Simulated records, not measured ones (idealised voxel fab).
Title: Process Module voxel lift off
Cross-section cut: width 175 nm, square cells of 5 nm.
In what follows, cross-sections appear as grids of square cells, described through bands that run from the top down, where every band is one or more rows of cells. The entry gives the band's vertical extent as a top height and a bottom height in nm, then its horizontal make-up as materials from left to right, each with a width in nm. "empty" stands for empty space; a single material marked "everywhere" fills the band edge to edge. Heads up on the height convention: 0 is the point under which the incoming wafer is all one material, and the lowest band has no bottom, it just keeps going down, like "top 0, no bottom". It should be noted that a width expressed as "30->40" varies in equal increments from row to row of cells within the band, taking the value of the first number at the top row and that of the second number at the bottom row. Where the words "nothing altered" appear for a step, the cross-section shows no cell changed by that step; every cell remained as before. Heads up: "Closed void table" only lists the empty pockets with no open path to the top that are 8 cells or more, and it writes them as width x height at distance, distance from the left edge, in nm. Post-settings text on a step line: simulator's own remark regarding the step. Each step line may optionally specify "overlay nm", which for a step with a mask gives the rightward distance between the mask's planned place and where it lay, a negative value indicating the leftward direction.

**plan**
1 RECEIVE with material Si
2 CONFORMAL_DEP with material SiO2, thk nm 5
3 PATTERN with tone open, mask id LINES, material resist, width nm 15, pitch nm 40, thk nm 20, overlay nm 0
4 DIRECTIONAL_DEP with material Ru, thk nm 5
5 STRIP with etch materials resist
6 CONFORMAL_DEP with material SiO2, thk nm 10

**Wafer, first of two, run as planned**

**Cross-section of the incoming wafer, state after step 1**
* top 0, no bottom  Si everywhere
* Closed void table: none

**Step 2 complete: cross-section through the wafer**
* top 5, bottom 0  SiO2 everywhere
* Nothing below the height 0 has changed.

**Step 3 complete: cross-section through the wafer**
* top 25, bottom 5  20 resist / 15 empty / 25 resist / 15 empty / 25 resist / 15 empty / 25 resist / 15 empty / 20 resist
* Nothing below the height 5 has changed.

**Step 4 complete: cross-section through the wafer**
* top 30, bottom 25  20 Ru / 15 empty / 25 Ru / 15 empty / 25 Ru / 15 empty / 25 Ru / 15 empty / 20 Ru
* top 25, bottom 10  20 resist / 15 empty / 25 resist / 15 empty / 25 resist / 15 empty / 25 resist / 15 empty / 20 resist
* top 10, bottom 5  20 resist / 15 Ru / 25 resist / 15 Ru / 25 resist / 15 Ru / 25 resist / 15 Ru / 20 resist
* Nothing below the height 5 has changed.

**Step 5 complete: cross-section through the wafer**
* top 10, bottom 5  20 empty / 15 Ru / 25 empty / 15 Ru / 25 empty / 15 Ru / 25 empty / 15 Ru / 20 empty
* Nothing below the height 5 has changed.

**Step 6 complete: cross-section through the wafer**
* top 20, bottom 15  10 empty / 35 SiO2 / 5 empty / 35 SiO2 / 5 empty / 35 SiO2 / 5 empty / 35 SiO2 / 10 empty
* top 15, bottom 10  SiO2 everywhere
* top 10, bottom 5  20 SiO2 / 15 Ru / 25 SiO2 / 15 Ru / 25 SiO2 / 15 Ru / 25 SiO2 / 15 Ru / 20 SiO2
* Nothing below the height 5 has changed.

**Wafer two of the pair: same origin, same plan, one error during the run; identical to wafer one up to and including step 2**

**Second wafer: cross-section at the scheduled end of step 3**
* top 25, bottom 5  15 resist / 15 empty / 25 resist / 15 empty / 25 resist / 15 empty / 25 resist / 15 empty / 25 resist
* Nothing below the height 5 has changed.

**Second wafer: cross-section at the scheduled end of step 4**
* top 30, bottom 25  15 Ru / 15 empty / 25 Ru / 15 empty / 25 Ru / 15 empty / 25 Ru / 15 empty / 25 Ru
* top 25, bottom 10  15 resist / 15 empty / 25 resist / 15 empty / 25 resist / 15 empty / 25 resist / 15 empty / 25 resist
* top 10, bottom 5  15 resist / 15 Ru / 25 resist / 15 Ru / 25 resist / 15 Ru / 25 resist / 15 Ru / 25 resist
* Nothing below the height 5 has changed.

**Second wafer: cross-section at the scheduled end of step 5**
* top 10, bottom 5  15 empty / 15 Ru / 25 empty / 15 Ru / 25 empty / 15 Ru / 25 empty / 15 Ru / 25 empty
* Nothing below the height 5 has changed.

**Second wafer: cross-section at the scheduled end of step 6**
* top 20, bottom 15  5 empty / 35 SiO2 / 5 empty / 35 SiO2 / 5 empty / 35 SiO2 / 5 empty / 35 SiO2 / 15 empty
* top 15, bottom 10  SiO2 everywhere
* top 10, bottom 5  15 SiO2 / 15 Ru / 25 SiO2 / 15 Ru / 25 SiO2 / 15 Ru / 25 SiO2 / 15 Ru / 25 SiO2
* Nothing below the height 5 has changed.
Short version of what went wrong: step 3 was processed under conditions differing from the plan, specifically as PATTERN with tone open, mask id LINES, material resist, width nm 15, pitch nm 40, thk nm 20, overlay nm -5
The two final wafers agree on how many cells each material fills and disagree on which cells those are.
